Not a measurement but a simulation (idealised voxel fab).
Herein follows the process module entitled voxel wiring stack.
This is section cut - it's 220 nm across, gridded in 5 nm square cells.
We lay out every cross-section as a grid of square cells and spell it out in bands from the top down, where one band means one or more rows of cells.
In this notation a band is specified by the heights of its top and bottom, in that order and in nm, after which its materials appear from left to right, each paired with its width in nm. The word "all across" attached to a single material means that material fills the band from edge to edge; the word "empty" stands for empty space.
Note: height 0 marks the level under which the wafer is uniformly one material as received. Lowest band unbounded below, written "0 -> down".
With a width like "30..40", each row of cells in the band differs from the next by the same amount, the top row carrying the first number and the bottom row the second.
When a step is marked "nothing was modified", none of the cells in the cross-section changed during that step.
In "Closed cavity list" the enclosed voids are listed, meaning empty spaces of 8 cells or larger without any opening to the top. The form is width x height at distance, distance from the left edge, units nm.
Text after the settings on a step's line: the simulator's own remark on that step.
overlay nm: mask right of planned place by this much (step with mask). Neg. = left.

The process steps that were planned are listed below:
1. RECEIVE | material Si
2. CONFORMAL_DEP | material SiO2 | thk nm 15
3. DIRECTIONAL_DEP | material TiN | thk nm 5
4. DIRECTIONAL_DEP | material W | thk nm 15
5. DIRECTIONAL_DEP | material aC | thk nm 10
6. PATTERN | tone cover | mask id METAL_1 | material resist | width nm 25 | pitch nm 40 | thk nm 30 | overlay nm 0
7. DIRECTIONAL_ETCH | etch materials aC | depth nm 10
8. STRIP | etch materials resist
9. DIRECTIONAL_ETCH | etch materials W | depth nm 15
10. DIRECTIONAL_ETCH | etch materials TiN | depth nm 5
11. STRIP | etch materials aC
12. CONFORMAL_DEP | material SiCN | thk nm 5
13. FILL_DEP | material SiO2 | thk nm 5
14. CMP | height nm 35
15. CONFORMAL_DEP | material SiCN | thk nm 5
16. DIRECTIONAL_DEP | material SiO2 | thk nm 30
17. DIRECTIONAL_DEP | material aC | thk nm 10
18. PATTERN | tone open | mask id METAL_2 | material resist | width nm 25 | pitch nm 40 | thk nm 30 | overlay nm 0
19. DIRECTIONAL_ETCH | etch materials aC | depth nm 10
20. STRIP | etch materials resist
21. DIRECTIONAL_ETCH | etch materials SiO2 | depth nm 15
22. STRIP | etch materials aC
23. MASKED_ETCH | tone open | mask id METAL_2_HOLES | width nm 15 | pitch nm 40 | etch materials SiO2 | depth nm 15 | overlay nm 0
24. MASKED_ETCH | tone open | mask id METAL_2_HOLES | width nm 15 | pitch nm 40 | etch materials SiCN | depth nm 5 | overlay nm 0
25. CONFORMAL_DEP | material TiN | thk nm 5
26. FILL_DEP | material Cu | thk nm 10
27. CMP | height nm 70
28. CONFORMAL_DEP | material SiN | thk nm 5

Cross-section: wafer on arrival = after step 1:
* 0 -> down  Si all across
* Closed cavity list: none

Figure: cross-sectional view of the wafer upon completion of the module, processed from the initial state and according to the plan depicted above, with one error introduced during execution:
* 75 -> 70  SiN all across
* 70 -> 60  75 of SiO2, then 5 of TiN, then 15 of Cu, then 5 of TiN, then 15 of SiO2, then 5 of TiN, then 15 of Cu, then 5 of TiN, then 80 of SiO2
* 60 -> 55  75 of SiO2, then 5 of TiN, then 5 of Cu, then 15 of TiN, then 15 of SiO2, then 5 of TiN, then 5 of Cu, then 15 of TiN, then 80 of SiO2
* 55 -> 40  75 of SiO2, then 5 of TiN, then 5 of Cu, then 5 of TiN, then 25 of SiO2, then 5 of TiN, then 5 of Cu, then 5 of TiN, then 90 of SiO2
* 40 -> 35  75 of SiCN, then 15 of TiN, then 25 of SiCN, then 15 of TiN, then 90 of SiCN
* 35 -> 20  60 of SiO2, then 5 of SiCN, then 25 of W, then 5 of SiCN, then 5 of SiO2, then 5 of SiCN, then 25 of W, then 5 of SiCN, then 85 of SiO2
* 20 -> 15  65 of SiCN, then 25 of TiN, then 15 of SiCN, then 25 of TiN, then 90 of SiCN
* 15 -> 0  SiO2 all across
* 0 -> down  Si all across
* Closed cavity list: none
Deviation from plan: the process deviated at step 6: the operation and settings actually run there were PATTERN | tone cover | mask id METAL_1 | material resist | width nm 25 | pitch nm 40 | thk nm 30 | overlay nm -10
